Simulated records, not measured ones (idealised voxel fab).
The following process module bears the name voxel wiring stack.
Each square cell in cross-section cut measures 5 nm, and the section as a whole is 260 nm wide.
Notation: cross-section as square-cell grid; stated in bands, top first, going down; one or more cell rows per band. Look at the band entry: it leads with the top's height and the bottom's height in nm. Then it lists the materials left to right, with a width in nm for each. The word "everywhere" on a single material says that material fills the band edge to edge. The word "blank" is empty space. Ref level 0: as-received wafer is one material below here. Bottom band extends down with no lower bound ("0 down"). Width spec "30..40" -> top row of cells at first value, bottom row at second value, equal per-row change in between. Any step labelled "changes: none" changed none of the cells in the cross-section. Reported under the label "Closed voids list" are the empty spaces having no open way to the top and comprising 8 cells or more; the notation for each is width x height at distance, in which the distance is measured from the left edge and all three values are in nm. That trailing text on a step's line, after the settings, is the simulator's own remark on the step. overlay nm: where the mask lay relative to plan, measured to the right, on steps with a mask; negatives go left.

Listed below are the process steps as planned
1 op RECEIVE | material Si
2 op CONFORMAL_DEP | material SiO2 | thk nm 10
3 op DIRECTIONAL_DEP | material TiN | thk nm 5
4 op DIRECTIONAL_DEP | material Ru | thk nm 25
5 op MASKED_ETCH | tone cover | mask id METAL_1 | width nm 25 | pitch nm 45 | etch materials Ru | depth nm 25 | overlay nm 0
6 op MASKED_ETCH | tone cover | mask id METAL_1 | width nm 25 | pitch nm 45 | etch materials TiN | depth nm 5 | overlay nm 0
7 op FILL_DEP | material lowk | thk nm 10
8 op CMP | height nm 40
9 op CONFORMAL_DEP | material SiCN | thk nm 5
10 op DIRECTIONAL_DEP | material lowk | thk nm 30
11 op PATTERN | tone open | mask id METAL_2 | material resist | width nm 25 | pitch nm 45 | thk nm 20 | overlay nm 0
12 op DIRECTIONAL_ETCH | etch materials lowk | depth nm 20
13 op STRIP | etch materials resist
14 op PATTERN | tone open | mask id METAL_2_HOLES | material resist | width nm 15 | pitch nm 45 | thk nm 15 | overlay nm 0
15 op DIRECTIONAL_ETCH | etch materials lowk | depth nm 10
16 op DIRECTIONAL_ETCH | etch materials SiCN | depth nm 5
17 op STRIP | etch materials resist
18 op CONFORMAL_DEP | material TiN | thk nm 5
19 op FILL_DEP | material Ru | thk nm 5
20 op CMP | height nm 75
21 op CONFORMAL_DEP | material SiCN | thk nm 5
22 op DIRECTIONAL_DEP | material lowk | thk nm 10
23 op DIRECTIONAL_DEP | material aC | thk nm 10
24 op PATTERN | tone open | mask id PLUG_2 | material resist | width nm 15 | pitch nm 45 | thk nm 30 | overlay nm 0
25 op DIRECTIONAL_ETCH | etch materials aC | depth nm 10
26 op STRIP | etch materials resist
27 op DIRECTIONAL_ETCH | etch materials lowk | depth nm 10
28 op DIRECTIONAL_ETCH | etch materials SiCN | depth nm 5
29 op STRIP | etch materials aC
30 op EPI | material Ru | thk nm 10
31 op EPI | material Ru | thk nm 5
32 op DIRECTIONAL_DEP | material TiN | thk nm 5
33 op DIRECTIONAL_DEP | material W | thk nm 25
34 op PATTERN | tone cover | mask id METAL_3 | material resist | width nm 25 | pitch nm 45 | thk nm 20 | overlay nm 0
35 op DIRECTIONAL_ETCH | etch materials W | depth nm 25
36 op DIRECTIONAL_ETCH | etch materials TiN | depth nm 5
37 op STRIP | etch materials resist
38 op FILL_DEP | material lowk | thk nm 10
39 op CMP | height nm 120
40 op CONFORMAL_DEP | material SiN | thk nm 5

Step 1 complete: cross-section of the wafer as received
0 down = Si everywhere
Closed voids list: none

The following cross-section depicts the wafer upon conclusion of the module. Processing commenced from the starting condition illustrated above and adhered to the plan illustrated above, save for one mistake in execution
125 to 120 = SiN everywhere
120 to 95 = 95 of lowk  25 of W  20 of lowk  25 of W  95 of lowk
95 to 90 = 95 of lowk  25 of TiN  20 of lowk  25 of TiN  95 of lowk
90 to 80 = 90 of lowk  25 of Ru  20 of lowk  25 of Ru  100 of lowk
80 to 75 = 90 of SiCN  25 of Ru  20 of SiCN  25 of Ru  100 of SiCN
75 to 60 = 95 of lowk  5 of TiN  15 of Ru  5 of TiN  20 of lowk  5 of TiN  15 of Ru  5 of TiN  95 of lowk
60 to 55 = 95 of lowk  5 of TiN  5 of Ru  15 of TiN  20 of lowk  5 of TiN  5 of Ru  15 of TiN  95 of lowk
55 to 45 = 95 of lowk  5 of TiN  5 of Ru  5 of TiN  30 of lowk  5 of TiN  5 of Ru  5 of TiN  105 of lowk
45 to 40 = 95 of SiCN  15 of TiN  30 of SiCN  15 of TiN  105 of SiCN
40 to 15 = 95 of lowk  25 of Ru  20 of lowk  25 of Ru  95 of lowk
15 to 10 = 95 of lowk  25 of TiN  20 of lowk  25 of TiN  95 of lowk
10 to 0 = SiO2 everywhere
0 down = Si everywhere
Closed voids list: none
Short version of what went wrong: the process deviated at step 24: the operation and settings actually run there were op PATTERN | tone open | mask id PLUG_2 | material resist | width nm 25 | pitch nm 45 | thk nm 30 | overlay nm 0
